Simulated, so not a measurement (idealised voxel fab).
process module | voxel ribs on slabs
In the cross-section labelled cut, the width is 145 nm and each square cell is 5 nm.
If you're reading a cross-section in this doc, picture square cells in a grid; it comes to you as bands, top ones listed first down to the bottom, and a band can be one or more rows of cells. Top, bottom (nm), then materials left to right with widths (nm); lone material tagged "throughout" fills the whole band edge to edge; "air" = empty space. Heads up on the height convention: 0 is the point under which the incoming wafer is all one material, and the lowest band has no bottom, it just keeps going down, like "top 0, no bottom". Read "30 to 40" as a graded width: first number on top, second number at the bottom, same change between each pair of neighbouring rows. Where the words "no alterations made" appear for a step, the cross-section shows no cell changed by that step; every cell remained as before. The entry titled "Enclosed void catalog" provides the empty spaces that have no open way to the top, restricted to those of 8 cells or more. Each is presented as width x height at distance, the distance being measured from the left edge, with all three in nm. Post-settings text on a step line: simulator's own remark regarding the step. overlay nm: right-of-plan distance of the mask on a masked step; negative values mean left-of-plan.

### Here's what the planned process steps look like
| 1 | RECEIVE, material Si |
| 2 | DIRECTIONAL_DEP, material SiO2, thk nm 25 |
| 3 | DIRECTIONAL_DEP, material polySi, thk nm 15 |
| 4 | DIRECTIONAL_DEP, material aC, thk nm 10 |
| 5 | PATTERN, tone cover, mask id RIB, material resist, width nm 15, thk nm 30, overlay nm 0 |
| 6 | DIRECTIONAL_ETCH, etch materials aC, depth nm 10 |
| 7 | STRIP, etch materials resist |
| 8 | DIRECTIONAL_ETCH, etch materials polySi, depth nm 10 |
| 9 | STRIP, etch materials aC |
| 10 | MASKED_ETCH, tone cover, mask id SLAB, width nm 55, etch materials polySi, depth nm 5, overlay nm 0 |
| 11 | FILL_DEP, material SiO2, thk nm 25 |
| 12 | CMP, height nm 55 |
| 13 | DIRECTIONAL_DEP, material TiN, thk nm 10 |
| 14 | PATTERN, tone cover, mask id HEATER, material resist, width nm 25, thk nm 20, overlay nm 0 |
| 15 | DIRECTIONAL_ETCH, etch materials TiN, depth nm 10 |
| 16 | STRIP, etch materials resist |
| 17 | CONFORMAL_DEP, material SiO2, thk nm 5 |

### As received (post step 1): cross-section
* top 0, no bottom = Si throughout
* Enclosed void catalog: none

### The following cross-section depicts the wafer upon conclusion of the module. Processing commenced from the starting condition illustrated above and adhered to the plan illustrated above, save for one mistake in execution
* top 65, bottom 55 = air (60) | TiN (25) | air (60)
* top 55, bottom 40 = SiO2 throughout
* top 40, bottom 30 = SiO2 (65) | polySi (15) | SiO2 (65)
* top 30, bottom 25 = SiO2 (45) | polySi (55) | SiO2 (45)
* top 25, bottom 0 = SiO2 throughout
* top 0, no bottom = Si throughout
* Enclosed void catalog: none
Nonconformance to the process plan: plan step 17 was not performed, having been skipped
